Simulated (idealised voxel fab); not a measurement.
A process module follows: voxel self aligned vias.
Cross-section cut spans 225 nm and uses square cells 5 nm in size.
Heads up, the way a cross-section reads in here is a grid of square cells, handed over as bands from the top down, with every band being one or more rows of cells.
In this notation a band is specified by the heights of its top and bottom, in that order and in nm, after which its materials appear from left to right, each paired with its width in nm. The word "all across" attached to a single material means that material fills the band from edge to edge; the word "air" stands for empty space.
Height is counted from the level 0, under which the received wafer is composed throughout of one material. The lowest of the bands is not closed at the bottom but continues downward, in the notation "0 nm and below".
The two numbers in a width such as "30->40" mark its ends across the band: the first belongs to the top row of cells, the second to the bottom row, and from each row to the next the width moves by the same amount.
You'll sometimes find "identical to before" written for a step, and that's the way of saying that nowhere in the cross-section did a cell change during that step.
What "Voids lacking openings" gives you is every empty space of 8 cells or more that is cut off from the top. Each appears as width x height at distance, with the distance taken from the left edge and width, height and distance all in nm.
Text after the settings on a step's line: the simulator's own remark on that step.
The "overlay nm" setting may appear on a step's line; for a step that uses a mask, it gives how far to the right of its planned position the mask lay, and a negative value indicates the left.

-- List of planned process steps
1) RECEIVE [material Si]
2) CONFORMAL_DEP [material SiO2] [thk nm 15]
3) CONFORMAL_DEP [material SiCN] [thk nm 5]
4) DIRECTIONAL_DEP [material SiO2] [thk nm 20]
5) PATTERN [tone open] [mask id LINES] [material resist] [width nm 20] [pitch nm 50] [thk nm 20] [overlay nm 0]
6) DIRECTIONAL_ETCH [etch materials SiO2] [depth nm 20]
7) STRIP [etch materials resist]
8) CONFORMAL_DEP [material TiN] [thk nm 5]
9) FILL_DEP [material Ru] [thk nm 5]
10) CMP [height nm 40]
11) SELECTIVE_ETCH [etch materials W Ru TiN] [depth nm 5]
12) FILL_DEP [material SiN] [thk nm 5]
13) CMP [height nm 40]
14) DIRECTIONAL_DEP [material SiO2] [thk nm 15]
15) DIRECTIONAL_DEP [material aC] [thk nm 10]
16) PATTERN [tone open] [mask id VIAS] [material resist] [width nm 30] [pitch nm 50] [thk nm 25] [overlay nm 0]
17) DIRECTIONAL_ETCH [etch materials aC] [depth nm 10]
18) STRIP [etch materials resist]
19) DIRECTIONAL_ETCH [etch materials SiO2] [depth nm 15]
20) DIRECTIONAL_ETCH [etch materials SiN] [depth nm 5]
21) STRIP [etch materials aC]
22) CONFORMAL_DEP [material TiN] [thk nm 5]
23) FILL_DEP [material Ru] [thk nm 5]
24) CMP [height nm 55]
25) CONFORMAL_DEP [material SiN] [thk nm 5]

-- Here's what the wafer looked like in cross-section when it arrived - that's after step 1
    0 nm and below = Si all across
    Voids lacking openings: none

-- End-of-module cross-section. Starting structure and process plan as above; one mistake made in running it
    60 nm to 55 nm = SiN all across
    55 nm to 45 nm = SiO2 45 nm  TiN 5 nm  Ru 20 nm  TiN 5 nm  SiO2 20 nm  TiN 5 nm  Ru 20 nm  TiN 5 nm  SiO2 20 nm  TiN 5 nm  Ru 20 nm  TiN 5 nm  SiO2 50 nm
    45 nm to 40 nm = SiO2 45 nm  TiN 10 nm  Ru 10 nm  TiN 10 nm  SiO2 20 nm  TiN 10 nm  Ru 10 nm  TiN 10 nm  SiO2 20 nm  TiN 10 nm  Ru 10 nm  TiN 10 nm  SiO2 50 nm
    40 nm to 35 nm = SiO2 50 nm  TiN 20 nm  SiO2 30 nm  TiN 20 nm  SiO2 30 nm  TiN 20 nm  SiO2 55 nm
    35 nm to 25 nm = SiO2 50 nm  TiN 5 nm  Ru 10 nm  TiN 5 nm  SiO2 30 nm  TiN 5 nm  Ru 10 nm  TiN 5 nm  SiO2 30 nm  TiN 5 nm  Ru 10 nm  TiN 5 nm  SiO2 55 nm
    25 nm to 20 nm = SiO2 50 nm  TiN 20 nm  SiO2 30 nm  TiN 20 nm  SiO2 30 nm  TiN 20 nm  SiO2 55 nm
    20 nm to 5 nm = SiO2 all across
    5 nm to 0 nm = SiCN all across
    0 nm and below = Si all across
    Voids lacking openings: none
What went wrong in running the wafer? ran 2 and 3 in swapped order versus the plan
